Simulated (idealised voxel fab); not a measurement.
The process module presented herein is designated voxel self aligned vias.
For reference, the cross-section in this document is cut, with width 280 nm and square cells of 5 nm.
Bands, listed from the top down, are how a cross-section gets written in this document; the cross-section itself is a grid of square cells, and a band is one or more rows of them. Read a band's entry like this: the first values are the height of its top and the height of its bottom in nm, and what follows is the sequence of materials from left to right, each with its width in nm. Note that "blank" is empty space, and that a single material marked "all across" reaches across the band from edge to edge. The reference from which all heights are counted is 0, the level beneath which the as-received wafer is entirely one material; the lowest band, having no lower bound, proceeds downward and is written after the example "0 nm and below". A width given as "30->40" starts at the first number in the band's top row and ends at the second number in its bottom row, shifting by an equal amount at every step from row to row. Where a step carries "left unchanged", the cross-section came out of it unchanged, cell for cell. "closed voids" means: voids of 8 cells or more that are shut off from the top with no open way through. Written width x height at distance, distance from the left edge, in nm. It should be noted that, on the line of a given step, the content following the step's settings is a remark produced by the simulator itself with respect to that step. When a step includes a mask, the "overlay nm" setting on its line states how far to the right of its planned place that mask lay, and negative values state how far to the left.
This section lists the process steps that were planned:
- 1: RECEIVE | material Si
- 2: CONFORMAL_DEP | material SiO2 | thk nm 15
- 3: CONFORMAL_DEP | material SiCN | thk nm 5
- 4: DIRECTIONAL_DEP | material lowk | thk nm 30
- 5: MASKED_ETCH | tone open | mask id LINES | width nm 25 | pitch nm 65 | etch materials lowk | depth nm 30 | overlay nm 0
- 6: CONFORMAL_DEP | material TiN | thk nm 5
- 7: FILL_DEP | material Ru | thk nm 5
- 8: CMP | height nm 50
- 9: SELECTIVE_ETCH | etch materials W Ru TiN | depth nm 10
- 10: FILL_DEP | material SiN | thk nm 5
- 11: CMP | height nm 50
- 12: DIRECTIONAL_DEP | material lowk | thk nm 20
- 13: PATTERN | tone open | mask id VIAS | material resist | width nm 45 | pitch nm 130 | thk nm 15 | overlay nm 0
- 14: DIRECTIONAL_ETCH | etch materials lowk | depth nm 20
- 15: DIRECTIONAL_ETCH | etch materials SiN | depth nm 10
- 16: STRIP | etch materials resist
- 17: CONFORMAL_DEP | material TiN | thk nm 5
- 18: FILL_DEP | material Ru | thk nm 5
- 19: CMP | height nm 70
- 20: CONFORMAL_DEP | material SiN | thk nm 5
On the first of the two wafers: run conducted according to plan:
Cross-section of the incoming wafer, state after step 1:
	0 nm and below  Si all across
	closed voids: none
Cross-section through the wafer, step 2 finished:
	15 nm to 0 nm  SiO2 all across
	No changes below 0.
Cross-section through the wafer, step 3 finished:
	20 nm to 15 nm  SiCN all across
	No changes below 15.
Cross-section through the wafer, step 4 finished:
	50 nm to 20 nm  lowk all across
	No changes below 20.
Cross-section through the wafer, step 5 finished:
	50 nm to 20 nm  lowk 60 nm | blank 25 nm | lowk 40 nm | blank 25 nm | lowk 40 nm | blank 25 nm | lowk 65 nm
	No changes below 20.
Cross-section through the wafer, step 6 finished:
	55 nm to 50 nm  TiN 65 nm | blank 15 nm | TiN 50 nm | blank 15 nm | TiN 50 nm | blank 15 nm | TiN 70 nm
	50 nm to 25 nm  lowk 60 nm | TiN 5 nm | blank 15 nm | TiN 5 nm | lowk 40 nm | TiN 5 nm | blank 15 nm | TiN 5 nm | lowk 40 nm | TiN 5 nm | blank 15 nm | TiN 5 nm | lowk 65 nm
	25 nm to 20 nm  lowk 60 nm | TiN 25 nm | lowk 40 nm | TiN 25 nm | lowk 40 nm | TiN 25 nm | lowk 65 nm
	No changes below 20.
Cross-section through the wafer, step 7 finished:
	60 nm to 55 nm  Ru all across
	55 nm to 50 nm  TiN 65 nm | Ru 15 nm | TiN 50 nm | Ru 15 nm | TiN 50 nm | Ru 15 nm | TiN 70 nm
	50 nm to 25 nm  lowk 60 nm | TiN 5 nm | Ru 15 nm | TiN 5 nm | lowk 40 nm | TiN 5 nm | Ru 15 nm | TiN 5 nm | lowk 40 nm | TiN 5 nm | Ru 15 nm | TiN 5 nm | lowk 65 nm
	No changes below 25.
Cross-section through the wafer, step 8 finished:
	50 nm to 25 nm  lowk 60 nm | TiN 5 nm | Ru 15 nm | TiN 5 nm | lowk 40 nm | TiN 5 nm | Ru 15 nm | TiN 5 nm | lowk 40 nm | TiN 5 nm | Ru 15 nm | TiN 5 nm | lowk 65 nm
	No changes below 25.
Cross-section through the wafer, step 9 finished:
	50 nm to 40 nm  lowk 60 nm | blank 25 nm | lowk 40 nm | blank 25 nm | lowk 40 nm | blank 25 nm | lowk 65 nm
	No changes below 40.
Cross-section through the wafer, step 10 finished:
	55 nm to 50 nm  SiN all across
	50 nm to 40 nm  lowk 60 nm | SiN 25 nm | lowk 40 nm | SiN 25 nm | lowk 40 nm | SiN 25 nm | lowk 65 nm
	No changes below 40.
Cross-section through the wafer, step 11 finished:
	50 nm to 40 nm  lowk 60 nm | SiN 25 nm | lowk 40 nm | SiN 25 nm | lowk 40 nm | SiN 25 nm | lowk 65 nm
	No changes below 40.
Cross-section through the wafer, step 12 finished:
	70 nm to 50 nm  lowk all across
	No changes below 50.
Cross-section through the wafer, step 13 finished:
	85 nm to 70 nm  resist 50 nm | blank 45 nm | resist 85 nm | blank 45 nm | resist 55 nm
	No changes below 70.
Cross-section through the wafer, step 14 finished:
	85 nm to 70 nm  resist 50 nm | blank 45 nm | resist 85 nm | blank 45 nm | resist 55 nm
	70 nm to 50 nm  lowk 50 nm | blank 45 nm | lowk 85 nm | blank 45 nm | lowk 55 nm
	No changes below 50.
Cross-section through the wafer, step 15 finished:
	85 nm to 70 nm  resist 50 nm | blank 45 nm | resist 85 nm | blank 45 nm | resist 55 nm
	70 nm to 50 nm  lowk 50 nm | blank 45 nm | lowk 85 nm | blank 45 nm | lowk 55 nm
	50 nm to 40 nm  lowk 60 nm | blank 25 nm | lowk 40 nm | SiN 25 nm | lowk 40 nm | blank 25 nm | lowk 65 nm
	No changes below 40.
Cross-section through the wafer, step 16 finished:
	70 nm to 50 nm  lowk 50 nm | blank 45 nm | lowk 85 nm | blank 45 nm | lowk 55 nm
	No changes below 50.
Cross-section through the wafer, step 17 finished:
	75 nm to 70 nm  TiN 55 nm | blank 35 nm | TiN 95 nm | blank 35 nm | TiN 60 nm
	70 nm to 55 nm  lowk 50 nm | TiN 5 nm | blank 35 nm | TiN 5 nm | lowk 85 nm | TiN 5 nm | blank 35 nm | TiN 5 nm | lowk 55 nm
	55 nm to 50 nm  lowk 50 nm | TiN 15 nm | blank 15 nm | TiN 15 nm | lowk 85 nm | TiN 15 nm | blank 15 nm | TiN 15 nm | lowk 55 nm
	50 nm to 45 nm  lowk 60 nm | TiN 5 nm | blank 15 nm | TiN 5 nm | lowk 40 nm | SiN 25 nm | lowk 40 nm | TiN 5 nm | blank 15 nm | TiN 5 nm | lowk 65 nm
	45 nm to 40 nm  lowk 60 nm | TiN 25 nm | lowk 40 nm | SiN 25 nm | lowk 40 nm | TiN 25 nm | lowk 65 nm
	No changes below 40.
Cross-section through the wafer, step 18 finished:
	80 nm to 75 nm  Ru all across
	75 nm to 70 nm  TiN 55 nm | Ru 35 nm | TiN 95 nm | Ru 35 nm | TiN 60 nm
	70 nm to 55 nm  lowk 50 nm | TiN 5 nm | Ru 35 nm | TiN 5 nm | lowk 85 nm | TiN 5 nm | Ru 35 nm | TiN 5 nm | lowk 55 nm
	55 nm to 50 nm  lowk 50 nm | TiN 15 nm | Ru 15 nm | TiN 15 nm | lowk 85 nm | TiN 15 nm | Ru 15 nm | TiN 15 nm | lowk 55 nm
	50 nm to 45 nm  lowk 60 nm | TiN 5 nm | Ru 15 nm | TiN 5 nm | lowk 40 nm | SiN 25 nm | lowk 40 nm | TiN 5 nm | Ru 15 nm | TiN 5 nm | lowk 65 nm
	No changes below 45.
Cross-section through the wafer, step 19 finished:
	70 nm to 55 nm  lowk 50 nm | TiN 5 nm | Ru 35 nm | TiN 5 nm | lowk 85 nm | TiN 5 nm | Ru 35 nm | TiN 5 nm | lowk 55 nm
	No changes below 55.
Cross-section through the wafer, step 20 finished:
	75 nm to 70 nm  SiN all across
	No changes below 70.
The Second Wafer: Common Origin and Plan, One Mistake in Execution, Identical to the First Through Step 12:
Here is the second wafer in cross-section at the point where step 13 of the plan should have been done:
	85 nm to 70 nm  resist 45 nm | blank 45 nm | resist 85 nm | blank 45 nm | resist 60 nm
	No changes below 70.
Here is the second wafer in cross-section at the point where step 14 of the plan should have been done:
	85 nm to 70 nm  resist 45 nm | blank 45 nm | resist 85 nm | blank 45 nm | resist 60 nm
	70 nm to 50 nm  lowk 45 nm | blank 45 nm | lowk 85 nm | blank 45 nm | lowk 60 nm
	No changes below 50.
Here is the second wafer in cross-section at the point where step 15 of the plan should have been done:
	85 nm to 70 nm  resist 45 nm | blank 45 nm | resist 85 nm | blank 45 nm | resist 60 nm
	70 nm to 50 nm  lowk 45 nm | blank 45 nm | lowk 85 nm | blank 45 nm | lowk 60 nm
	50 nm to 40 nm  lowk 60 nm | blank 25 nm | lowk 40 nm | SiN 25 nm | lowk 40 nm | blank 25 nm | lowk 65 nm
	No changes below 40.
Here is the second wafer in cross-section at the point where step 16 of the plan should have been done:
	70 nm to 50 nm  lowk 45 nm | blank 45 nm | lowk 85 nm | blank 45 nm | lowk 60 nm
	No changes below 50.
Here is the second wafer in cross-section at the point where step 17 of the plan should have been done:
	75 nm to 70 nm  TiN 50 nm | blank 35 nm | TiN 95 nm | blank 35 nm | TiN 65 nm
	70 nm to 55 nm  lowk 45 nm | TiN 5 nm | blank 35 nm | TiN 5 nm | lowk 85 nm | TiN 5 nm | blank 35 nm | TiN 5 nm | lowk 60 nm
	55 nm to 50 nm  lowk 45 nm | TiN 20 nm | blank 15 nm | TiN 10 nm | lowk 85 nm | TiN 20 nm | blank 15 nm | TiN 10 nm | lowk 60 nm
	50 nm to 45 nm  lowk 60 nm | TiN 5 nm | blank 15 nm | TiN 5 nm | lowk 40 nm | SiN 25 nm | lowk 40 nm | TiN 5 nm | blank 15 nm | TiN 5 nm | lowk 65 nm
	45 nm to 40 nm  lowk 60 nm | TiN 25 nm | lowk 40 nm | SiN 25 nm | lowk 40 nm | TiN 25 nm | lowk 65 nm
	No changes below 40.
Here is the second wafer in cross-section at the point where step 18 of the plan should have been done:
	80 nm to 75 nm  Ru all across
	75 nm to 70 nm  TiN 50 nm | Ru 35 nm | TiN 95 nm | Ru 35 nm | TiN 65 nm
	70 nm to 55 nm  lowk 45 nm | TiN 5 nm | Ru 35 nm | TiN 5 nm | lowk 85 nm | TiN 5 nm | Ru 35 nm | TiN 5 nm | lowk 60 nm
	55 nm to 50 nm  lowk 45 nm | TiN 20 nm | Ru 15 nm | TiN 10 nm | lowk 85 nm | TiN 20 nm | Ru 15 nm | TiN 10 nm | lowk 60 nm
	50 nm to 45 nm  lowk 60 nm | TiN 5 nm | Ru 15 nm | TiN 5 nm | lowk 40 nm | SiN 25 nm | lowk 40 nm | TiN 5 nm | Ru 15 nm | TiN 5 nm | lowk 65 nm
	No changes below 45.
Here is the second wafer in cross-section at the point where step 19 of the plan should have been done:
	70 nm to 55 nm  lowk 45 nm | TiN 5 nm | Ru 35 nm | TiN 5 nm | lowk 85 nm | TiN 5 nm | Ru 35 nm | TiN 5 nm | lowk 60 nm
	No changes below 55.
Here is the second wafer in cross-section at the point where step 20 of the plan should have been done:
	75 nm to 70 nm  SiN all across
	No changes below 70.
Finding, execution versus plan: step 13 was processed under conditions differing from the plan, specifically as PATTERN | tone open | mask id VIAS | material resist | width nm 45 | pitch nm 130 | thk nm 15 | overlay nm -5
At the end, each material covers as many cells on the second wafer as it does on the first, though the cells it covers are elsewhere.
